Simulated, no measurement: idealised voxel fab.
The process module that follows is named voxel gate over fins.
The figure presents cross-section cut, which has a width of 200 nm and is divided into square cells with an edge length of 5 nm.
How to read a cross-section here: the picture is a grid of square cells, written as bands going from the top down, and any band can span one or more rows of cells. Top height, bottom height, nm. Materials left to right, width each, nm. Single material + "everywhere" = fills band edge to edge. "empty" = empty. Height datum 0, below which the as-received substrate wafer is one material. Lowest band open at the bottom, running downward: "0 -> down". Graded width ("30..40"): value in top row of band = first number; value in bottom row = second number; row-to-row change constant. Reading "no alterations made" for a step: not a cell of the cross-section changed in it. The label "Cavities, sealed" introduces a list of the empty spaces, 8 cells or larger, that have no open way up to the top; each entry in it reads width x height at distance, where the distance is taken from the left edge and all three are stated in nm. Whatever follows a step's settings on its line is a remark the simulator itself makes about that step. Among the settings permitted on a step's line is "overlay nm"; applied to a step with a mask, it specifies the extent to which the mask lay to the right of its planned position, whereas a negative figure signifies a position to the left.

[Intended process steps]
1 RECEIVE (material Si)
2 CONFORMAL_DEP (material SiN; thk nm 10)
3 PATTERN (tone cover; mask id FINS; material resist; width nm 15; pitch nm 35; thk nm 15; overlay nm 0)
4 DIRECTIONAL_ETCH (etch materials SiN; depth nm 10)
5 DIRECTIONAL_ETCH (etch materials Si; depth nm 40)
6 STRIP (etch materials resist)
7 OXIDIZE (depth nm 5)
8 FILL_DEP (material SiO2; thk nm 5)
9 CMP (height nm 10)
10 SELECTIVE_ETCH (etch materials SiO2; depth nm 20)
11 STRIP (etch materials SiN)
12 CONFORMAL_DEP (material HfO2; thk nm 5)
13 CONFORMAL_DEP (material TiN; thk nm 5)
14 FILL_DEP (material W; thk nm 15)
15 CMP (height nm 20)
16 CONFORMAL_DEP (material SiCN; thk nm 10)

[Incoming wafer in cross-section (state: after step 1)]
  0 -> down: Si everywhere
  Cavities, sealed: none

[Cross-section: first of two wafers, module finished, run according to plan]
  30 -> 20: SiCN everywhere
  20 -> 10: W everywhere
  10 -> 5: W 70 nm; TiN 25 nm; W 10 nm; TiN 25 nm; W 70 nm
  5 -> 0: W 70 nm; TiN 5 nm; HfO2 15 nm; TiN 5 nm; W 10 nm; TiN 5 nm; HfO2 15 nm; TiN 5 nm; W 70 nm
  0 -> -5: TiN 75 nm; HfO2 5 nm; Si 5 nm; HfO2 5 nm; TiN 20 nm; HfO2 5 nm; Si 5 nm; HfO2 5 nm; TiN 75 nm
  -5 -> -10: HfO2 80 nm; Si 5 nm; HfO2 30 nm; Si 5 nm; HfO2 80 nm
  -10 -> -45: SiO2 80 nm; Si 5 nm; SiO2 30 nm; Si 5 nm; SiO2 80 nm
  -45 -> down: Si everywhere
  Cavities, sealed: none

[Cross-sectional view: second of two wafers, end of module; start and plan identical to the first, one mistake in running]
  30 -> 10: SiCN everywhere
  10 -> 5: SiCN 70 nm; TiN 25 nm; SiCN 10 nm; TiN 25 nm; SiCN 70 nm
  5 -> 0: SiCN 70 nm; TiN 5 nm; HfO2 15 nm; TiN 5 nm; SiCN 10 nm; TiN 5 nm; HfO2 15 nm; TiN 5 nm; SiCN 70 nm
  0 -> -5: TiN 75 nm; HfO2 5 nm; Si 5 nm; HfO2 5 nm; TiN 20 nm; HfO2 5 nm; Si 5 nm; HfO2 5 nm; TiN 75 nm
  -5 -> -10: HfO2 80 nm; Si 5 nm; HfO2 30 nm; Si 5 nm; HfO2 80 nm
  -10 -> -45: SiO2 80 nm; Si 5 nm; SiO2 30 nm; Si 5 nm; SiO2 80 nm
  -45 -> down: Si everywhere
  Cavities, sealed: none
The plan and the run diverged here: not per plan at step 14, really ran FILL_DEP (material SiCN; thk nm 15)
Final cells, second wafer relative to first, materials higher or lower: SiCN +140, W -140
